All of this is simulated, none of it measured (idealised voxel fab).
process module | voxel transistor to metal
cross-section cut | 145 nm wide | cells 5 nm
A cross-section is a grid of square cells, given in bands from the top down. A band is one or more rows of cells.
Each band's line starts with the height of the band's top and of its bottom, in nm. Then come its materials from left to right, each with its width in nm. One material with "throughout" fills the band from edge to edge. "air" is empty space.
Height 0 is the level under which the wafer as received is all one material. The lowest band goes on downwards, as in "0 down".
A width such as "30 to 40" changes by the same amount from each row of cells to the next, from the band's top row to its bottom row.
"no change" after a step means that no cell of the cross-section changed.
closed voids: empty space of 8 cells or more with no open way to the top, each as width x height at its distance from the left edge, in nm
after a step's settings: what the simulator itself notes on the step
overlay nm, on a step with a mask: how far to the right of its planned place the mask lay; to the left if negative
plan
1 op RECEIVE | material Si
2 op CONFORMAL_DEP | material SiO2 | thk nm 5
3 op CONFORMAL_DEP | material SiN | thk nm 10
4 op MASKED_ETCH | tone cover | mask id ACTIVE | width nm 95 | etch materials SiN | depth nm 10 | overlay nm 0
5 op MASKED_ETCH | tone cover | mask id ACTIVE | width nm 95 | etch materials SiO2 | depth nm 5 | overlay nm 0
6 op MASKED_ETCH | tone cover | mask id ACTIVE | width nm 95 | etch materials Si | depth nm 35 | overlay nm 0
7 op OXIDIZE | depth nm 5
8 op FILL_DEP | material SiO2 | thk nm 15
9 op CMP | height nm 15
10 op SELECTIVE_ETCH | etch materials SiO2 | depth nm 10
11 op STRIP | etch materials SiN
12 op SELECTIVE_ETCH | etch materials SiO2 | depth nm 5
13 op OXIDIZE | depth nm 5
14 op DIRECTIONAL_DEP | material polySi | thk nm 30
15 op DIRECTIONAL_DEP | material SiCN | thk nm 10
16 op MASKED_ETCH | tone cover | mask id GATE | width nm 25 | etch materials SiCN | depth nm 20 | overlay nm 0
17 op MASKED_ETCH | tone cover | mask id GATE | width nm 25 | etch materials polySi | depth nm 40 | overlay nm 0
18 op CONFORMAL_DEP | material SiN | thk nm 5
19 op DIRECTIONAL_ETCH | etch materials SiN | depth nm 5
20 op DIRECTIONAL_ETCH | etch materials SiO2 | depth nm 5
21 op EPI | material SiGe | thk nm 5
22 op FILL_DEP | material SiO2 | thk nm 5
23 op CMP | height nm 40
24 op DIRECTIONAL_DEP | material SiO2 | thk nm 10
25 op PATTERN | tone open | mask id CONTACT | material resist | width nm 15 | pitch nm 70 | thk nm 20 | overlay nm 0
26 op DIRECTIONAL_ETCH | etch materials SiO2 | depth nm 50
27 op STRIP | etch materials resist
28 op CONFORMAL_DEP | material TiN | thk nm 5
29 op FILL_DEP | material W | thk nm 10
30 op CMP | height nm 50
31 op CONFORMAL_DEP | material SiCN | thk nm 5
32 op DIRECTIONAL_DEP | material lowk | thk nm 25
33 op DIRECTIONAL_DEP | material aC | thk nm 15
34 op PATTERN | tone open | mask id METAL_1 | material resist | width nm 15 | pitch nm 70 | thk nm 30 | overlay nm 0
35 op DIRECTIONAL_ETCH | etch materials aC | depth nm 15
36 op STRIP | etch materials resist
37 op DIRECTIONAL_ETCH | etch materials lowk | depth nm 25
38 op DIRECTIONAL_ETCH | etch materials SiCN | depth nm 5
39 op STRIP | etch materials aC
40 op CONFORMAL_DEP | material TiN | thk nm 5
41 op FILL_DEP | material Ru | thk nm 10
42 op CMP | height nm 80
43 op CONFORMAL_DEP | material SiCN | thk nm 5
44 op DIRECTIONAL_DEP | material lowk | thk nm 35
45 op PATTERN | tone open | mask id METAL_2 | material resist | width nm 15 | pitch nm 70 | thk nm 15 | overlay nm 0
46 op DIRECTIONAL_ETCH | etch materials lowk | depth nm 20
47 op STRIP | etch materials resist
48 op MASKED_ETCH | tone open | mask id METAL_2_HOLES | width nm 15 | pitch nm 70 | etch materials lowk | depth nm 15 | overlay nm -15
49 op MASKED_ETCH | tone open | mask id METAL_2_HOLES | width nm 15 | pitch nm 70 | etch materials SiCN | depth nm 5 | overlay nm 0
50 op CONFORMAL_DEP | material TiN | thk nm 5
51 op FILL_DEP | material Ru | thk nm 10
52 op CMP | height nm 120
53 op CONFORMAL_DEP | material SiN | thk nm 5
varied across the wafers: overlay nm of step 48. The plan shows the first wafer's value. All wafers start alike
first wafer as received, after step 1
  0 down: Si throughout
  closed voids: none
each wafer at the end: cells of each material gained (+) or lost (-) since it was received, then its closed voids
overlay nm -15 | +28 Ru | -113 Si | +62 SiCN | +12 SiGe | +45 SiN | +275 SiO2 | +92 TiN | +18 W | +276 lowk | +30 polySi | closed voids: none
overlay nm -10 | +24 Ru | -113 Si | +60 SiCN | +12 SiGe | +45 SiN | +275 SiO2 | +98 TiN | +18 W | +276 lowk | +30 polySi | closed voids: none
overlay nm -5 | +20 Ru | -113 Si | +58 SiCN | +12 SiGe | +45 SiN | +275 SiO2 | +104 TiN | +18 W | +276 lowk | +30 polySi | closed voids: none
overlay nm 0 | +24 Ru | -113 Si | +56 SiCN | +12 SiGe | +45 SiN | +275 SiO2 | +102 TiN | +18 W | +276 lowk | +30 polySi | closed voids: none
overlay nm 5 | +20 Ru | -113 Si | +58 SiCN | +12 SiGe | +45 SiN | +275 SiO2 | +104 TiN | +18 W | +276 lowk | +30 polySi | closed voids: none
overlay nm 10 | +24 Ru | -113 Si | +60 SiCN | +12 SiGe | +45 SiN | +275 SiO2 | +98 TiN | +18 W | +276 lowk | +30 polySi | closed voids: none
overlay nm 15 | +28 Ru | -113 Si | +62 SiCN | +12 SiGe | +45 SiN | +275 SiO2 | +92 TiN | +18 W | +276 lowk | +30 polySi | closed voids: none
